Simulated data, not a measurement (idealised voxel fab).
Process module in this document: voxel double patterning
265 nm wide, 5 nm square cells: that's cross-section cut.
When this document writes out a cross-section, it uses a grid of square cells and lists it as bands, beginning at the top and moving down, with a band standing for one or more rows of cells. The entry gives the band's vertical extent as a top height and a bottom height in nm, then its horizontal make-up as materials from left to right, each with a width in nm. "blank" stands for empty space; a single material marked "edge to edge" fills the band edge to edge. Note: height 0 marks the level under which the wafer is uniformly one material as received. Lowest band unbounded below, written "0 and below". Think of "30 to 40" as a width that walks from the first number to the second as you go down the band, top row to bottom row, taking equal-sized steps from row to row. "remained unchanged" (step): cross-section cells unchanged, all of them. Under "Sealed cavities" you'll find the enclosed gaps, the ones with no way out to the top, that are 8 cells or bigger; each reads width x height at distance, with distance counted from the left edge, everything in nm. Where a step's line continues beyond its settings, the continuation is a remark by the simulator itself on that step. What "overlay nm" on a step's line means: if the step has a mask, that mask lay this far to the right of its planned place, or, when the value is negative, to the left.
## Process steps - plan
| 1 | RECEIVE | material Si |
| 2 | CONFORMAL_DEP | material SiO2 | thk nm 5 |
| 3 | DIRECTIONAL_DEP | material polySi | thk nm 20 |
| 4 | DIRECTIONAL_DEP | material SiN | thk nm 5 |
| 5 | PATTERN | tone open | mask id FIRST | material resist | width nm 15 | pitch nm 50 | thk nm 15 | overlay nm 0 |
| 6 | DIRECTIONAL_ETCH | etch materials SiN | depth nm 5 |
| 7 | STRIP | etch materials resist |
| 8 | DIRECTIONAL_DEP | material aC | thk nm 10 |
| 9 | PATTERN | tone open | mask id SECOND | material resist | width nm 15 | pitch nm 50 | thk nm 30 | overlay nm 0 |
| 10 | DIRECTIONAL_ETCH | etch materials aC | depth nm 10 |
| 11 | STRIP | etch materials resist |
| 12 | DIRECTIONAL_ETCH | etch materials SiN | depth nm 5 |
| 13 | STRIP | etch materials aC |
| 14 | DIRECTIONAL_ETCH | etch materials polySi | depth nm 20 |
| 15 | STRIP | etch materials SiN |
## Wafer cross-section on receipt, i.e. after step 1
  0 and below | Si edge to edge
  Sealed cavities: none
## Cross-section, end of module. Start: as above. Plan: as above. Execution: one mistake
  25 down to 5 | polySi=80 / blank=15 / polySi=5 / blank=15 / polySi=15 / blank=15 / polySi=5 / blank=15 / polySi=15 / blank=15 / polySi=70
  5 down to 0 | SiO2 edge to edge
  0 and below | Si edge to edge
  Sealed cavities: none
Which mistake was made when the wafer was run? step 5: run off-plan, actual operation and settings PATTERN | tone open | mask id FIRST | material resist | width nm 15 | pitch nm 50 | thk nm 15 | overlay nm 5
